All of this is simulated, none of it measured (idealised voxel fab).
The process module that follows is named voxel wiring stack.
For reference, the cross-section in this document is cut, with width 210 nm and square cells of 5 nm.
Just so we're on the same page, the cross-sections are grids of square cells, and they're listed out in bands top to bottom, each band one or more rows deep.
Basically the band line says how high the top is and how high the bottom is, in nm, and then what's in it from left to right, every material with its width in nm. Empty space shows up as "blank", and if a single material carries "full width" it runs the full band edge to edge.
Height reference: 0 = level under which incoming wafer is all one material. Lowest band: no bottom, runs on downward, e.g. "from 0 down".
So if you see something like "30 to 40" for the width, read it as the top row of the band sitting at the first number and the bottom row at the second, with every row in between moving by the same amount as the last.
A step reported as "nothing was modified" is a step in which no cell of the cross-section changed.
"Closed internal voids" - sealed voids, min. 8 cells, no opening to top; format: width x height at distance (distance from left edge; nm throughout).
On a step's line, text after the settings is the simulator commenting on that step.
The "overlay nm" setting may appear on a step's line; for a step that uses a mask, it gives how far to the right of its planned position the mask lay, and a negative value indicates the left.
So here's the lineup of process steps we planned:
1: RECEIVE: material Si
2: CONFORMAL_DEP: material SiO2, thk nm 10
3: DIRECTIONAL_DEP: material TiN, thk nm 5
4: DIRECTIONAL_DEP: material W, thk nm 25
5: DIRECTIONAL_DEP: material aC, thk nm 15
6: PATTERN: tone cover, mask id METAL_1, material resist, width nm 20, pitch nm 45, thk nm 35, overlay nm 0
7: DIRECTIONAL_ETCH: etch materials aC, depth nm 15
8: STRIP: etch materials resist
9: DIRECTIONAL_ETCH: etch materials W, depth nm 25
10: DIRECTIONAL_ETCH: etch materials TiN, depth nm 5
11: STRIP: etch materials aC
12: CONFORMAL_DEP: material SiN, thk nm 5
13: FILL_DEP: material lowk, thk nm 5
14: CMP: height nm 40
15: CONFORMAL_DEP: material SiCN, thk nm 5
16: DIRECTIONAL_DEP: material lowk, thk nm 15
17: MASKED_ETCH: tone open, mask id PLUG_1, width nm 15, pitch nm 45, etch materials lowk, depth nm 15, overlay nm 0
18: MASKED_ETCH: tone open, mask id PLUG_1, width nm 15, pitch nm 45, etch materials SiCN, depth nm 5, overlay nm 0
19: CONFORMAL_DEP: material TiN, thk nm 5
20: FILL_DEP: material Ru, thk nm 5
21: CMP: height nm 60
22: DIRECTIONAL_DEP: material TiN, thk nm 5
23: DIRECTIONAL_DEP: material W, thk nm 20
24: PATTERN: tone cover, mask id METAL_2, material resist, width nm 20, pitch nm 45, thk nm 15, overlay nm 0
25: DIRECTIONAL_ETCH: etch materials W, depth nm 20
26: DIRECTIONAL_ETCH: etch materials TiN, depth nm 5
27: STRIP: etch materials resist
28: CONFORMAL_DEP: material SiN, thk nm 5
29: FILL_DEP: material SiO2, thk nm 5
30: CMP: height nm 85
31: CONFORMAL_DEP: material SiN, thk nm 5
Cross-section: wafer on arrival = after step 1:
> from 0 down: Si full width
> Closed internal voids: none
The following cross-section depicts the wafer upon conclusion of the module. Processing commenced from the starting condition illustrated above and adhered to the plan illustrated above, save for one mistake in execution:
> from 90 to 85: SiN full width
> from 85 to 65: SiO2 (20)  TiN (5)  W (20)  TiN (5)  SiO2 (15)  TiN (5)  W (20)  TiN (5)  SiO2 (15)  TiN (5)  W (20)  TiN (5)  SiO2 (15)  TiN (5)  W (20)  TiN (5)  SiO2 (25)
> from 65 to 60: TiN full width
> from 60 to 45: lowk (25)  TiN (5)  Ru (5)  TiN (5)  lowk (30)  TiN (5)  Ru (5)  TiN (5)  lowk (30)  TiN (5)  Ru (5)  TiN (5)  lowk (30)  TiN (5)  Ru (5)  TiN (5)  lowk (35)
> from 45 to 40: SiCN (25)  TiN (15)  SiCN (30)  TiN (15)  SiCN (30)  TiN (15)  SiCN (30)  TiN (15)  SiCN (35)
> from 40 to 15: lowk (20)  SiN (5)  W (20)  SiN (5)  lowk (15)  SiN (5)  W (20)  SiN (5)  lowk (15)  SiN (5)  W (20)  SiN (5)  lowk (15)  SiN (5)  W (20)  SiN (5)  lowk (25)
> from 15 to 10: SiN (25)  TiN (20)  SiN (25)  TiN (20)  SiN (25)  TiN (20)  SiN (25)  TiN (20)  SiN (30)
> from 10 to 0: SiO2 full width
> from 0 down: Si full width
> Closed internal voids: none
What was done differently from what was planned? step 28 went in with a setting other than planned; the actual run was CONFORMAL_DEP: material TiN, thk nm 5
